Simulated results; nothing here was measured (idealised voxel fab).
Process module in this document: voxel fin reveal
Pictured: cross-section cut, 245 nm wide, on a grid of 5 nm square cells.
A cross-section is written here as square cells arranged in a grid, and it is given in bands from the top down, each band taking up one or more rows of cells.
Band entry format. Leading values: height of top, height of bottom, nm. Remainder: materials in left-to-right order, each with its width in nm. Special words: "all across" on a single material, which then fills the band edge to edge; "blank", empty space.
Heights are reckoned from 0. Under this level, the received wafer is all of one material. The bottommost band is open-ended downward, for example "0 nm and below".
When a width is written as two numbers, as in "30..40", the first number is the width in the top row of cells of the band and the second is the width in its bottom row, and the width changes by the same amount from each row to the next.
"no change occurred" after a step means that no cell of the cross-section changed.
Closed-off voids of 8+ cells (no open route to the top) go in "Fully closed voids", written width x height at distance from the left edge, in nm.
Where a step's line continues beyond its settings, the continuation is a remark by the simulator itself on that step.
overlay nm: for a step with a mask, the amount by which the mask lay right of where it was planned; a negative amount means left of it.
Below is the list of planned process steps
1) RECEIVE, material Si
2) CONFORMAL_DEP, material SiN, thk nm 5
3) MASKED_ETCH, tone cover, mask id FINS, width nm 15, pitch nm 45, etch materials SiN, depth nm 5, overlay nm 0
4) MASKED_ETCH, tone cover, mask id FINS, width nm 15, pitch nm 45, etch materials Si, depth nm 30, overlay nm 0
5) OXIDIZE, depth nm 5
6) FILL_DEP, material SiO2, thk nm 10
7) CMP, height nm 5
8) SELECTIVE_ETCH, etch materials SiO2, depth nm 20
9) STRIP, etch materials SiN
10) CONFORMAL_DEP, material HfO2, thk nm 5
Step 1 complete: cross-section of the wafer as received
* 0 nm and below: Si all across
* Fully closed voids: none
Cross-section: first of two wafers, module finished, run according to plan
* 5 nm to 0 nm: blank 70, then HfO2 15, then blank 30, then HfO2 15, then blank 30, then HfO2 15, then blank 70
* 0 nm to -10 nm: blank 70, then HfO2 5, then Si 5, then HfO2 5, then blank 30, then HfO2 5, then Si 5, then HfO2 5, then blank 30, then HfO2 5, then Si 5, then HfO2 5, then blank 70
* -10 nm to -15 nm: HfO2 75, then Si 5, then HfO2 40, then Si 5, then HfO2 40, then Si 5, then HfO2 75
* -15 nm to -35 nm: SiO2 75, then Si 5, then SiO2 40, then Si 5, then SiO2 40, then Si 5, then SiO2 75
* -35 nm and below: Si all across
* Fully closed voids: none
Second of two wafers, module complete, sectioned: it shares the first wafer's start and plan but was run with one mistake
* 0 nm to -5 nm: blank 70, then HfO2 15, then blank 30, then HfO2 15, then blank 30, then HfO2 15, then blank 70
* -5 nm to -10 nm: blank 70, then HfO2 5, then Si 5, then HfO2 5, then blank 30, then HfO2 5, then Si 5, then HfO2 5, then blank 30, then HfO2 5, then Si 5, then HfO2 5, then blank 70
* -10 nm to -15 nm: HfO2 75, then Si 5, then HfO2 40, then Si 5, then HfO2 40, then Si 5, then HfO2 75
* -15 nm to -35 nm: SiO2 75, then Si 5, then SiO2 40, then Si 5, then SiO2 40, then Si 5, then SiO2 75
* -35 nm and below: Si all across
* Fully closed voids: none
What broke from the plan during processing? not run: step 2 of the plan (skipped)
at the end the second wafer has, in cells: HfO2 -6, Si -3
